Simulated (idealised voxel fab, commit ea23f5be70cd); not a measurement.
voxel ribs on slabs: a process module
This is section cut - it's 190 nm across, gridded in 5 nm square cells.
Reading order for cross-sections: top band down to bottom band. Underlying form: a grid of square cells. Band size: one or more rows of cells.
A band entry consists of two parts. The first gives the height of the band's top and the height of its bottom, in nm. The rest lists the band's materials from left to right, each with its width in nm. A single material labelled with the word "throughout" fills the band from edge to edge, and the word "air" marks empty space.
Ref level 0: as-received wafer is one material below here. Bottom band extends down with no lower bound ("0 and below").
A width such as "30->40" changes by the same amount from each row of cells to the next, from the band's top row to its bottom row.
Given "no modification" for a step, no cell of the cross-section differs between before and after that step.
"Entrapped voids" - sealed voids, min. 8 cells, no opening to top; format: width x height at distance (distance from left edge; nm throughout).
It should be noted that, on the line of a given step, the content following the step's settings is a remark produced by the simulator itself with respect to that step.
A step line may carry the setting "overlay nm", which, for steps involving a mask, states the distance by which the mask lay to the right of its intended position; negative values denote displacement to the left.

HERE'S WHAT THE PLANNED PROCESS STEPS LOOK LIKE
1) RECEIVE (material Si)
2) DIRECTIONAL_DEP (material SiO2; thk nm 20)
3) DIRECTIONAL_DEP (material SiN; thk nm 20)
4) DIRECTIONAL_DEP (material aC; thk nm 10)
5) PATTERN (tone cover; mask id RIB; material resist; width nm 30; thk nm 30; overlay nm 0)
6) DIRECTIONAL_ETCH (etch materials aC; depth nm 10)
7) STRIP (etch materials resist)
8) DIRECTIONAL_ETCH (etch materials SiN; depth nm 10)
9) STRIP (etch materials aC)
10) MASKED_ETCH (tone cover; mask id SLAB; width nm 70; etch materials SiN; depth nm 10; overlay nm 0)
11) FILL_DEP (material SiO2; thk nm 20)
12) CMP (height nm 55)
13) DIRECTIONAL_DEP (material TiN; thk nm 10)
14) PATTERN (tone cover; mask id HEATER; material resist; width nm 40; thk nm 20; overlay nm 0)
15) DIRECTIONAL_ETCH (etch materials TiN; depth nm 10)
16) STRIP (etch materials resist)
17) CONFORMAL_DEP (material SiN; thk nm 5)

SHOWN IN CROSS-SECTION IS THE WAFER AS RECEIVED, THAT IS, AS IT STANDS AFTER STEP 1
> 0 and below: Si throughout
> Entrapped voids: none

END-OF-MODULE CROSS-SECTION. STARTING STRUCTURE AND PROCESS PLAN AS ABOVE; ONE MISTAKE MADE IN RUNNING IT
> 70 down to 65: 70 of air, then 50 of SiN, then 70 of air
> 65 down to 60: 70 of air, then 5 of SiN, then 40 of TiN, then 5 of SiN, then 70 of air
> 60 down to 55: 75 of SiN, then 40 of TiN, then 75 of SiN
> 55 down to 40: SiO2 throughout
> 40 down to 30: 80 of SiO2, then 30 of SiN, then 80 of SiO2
> 30 down to 20: 65 of SiO2, then 70 of SiN, then 55 of SiO2
> 20 down to 0: SiO2 throughout
> 0 and below: Si throughout
> Entrapped voids: none
Nonconformance to the process plan: heads up, step 10 didn't go per plan, it actually ran as MASKED_ETCH (tone cover; mask id SLAB; width nm 70; etch materials SiN; depth nm 10; overlay nm 5)
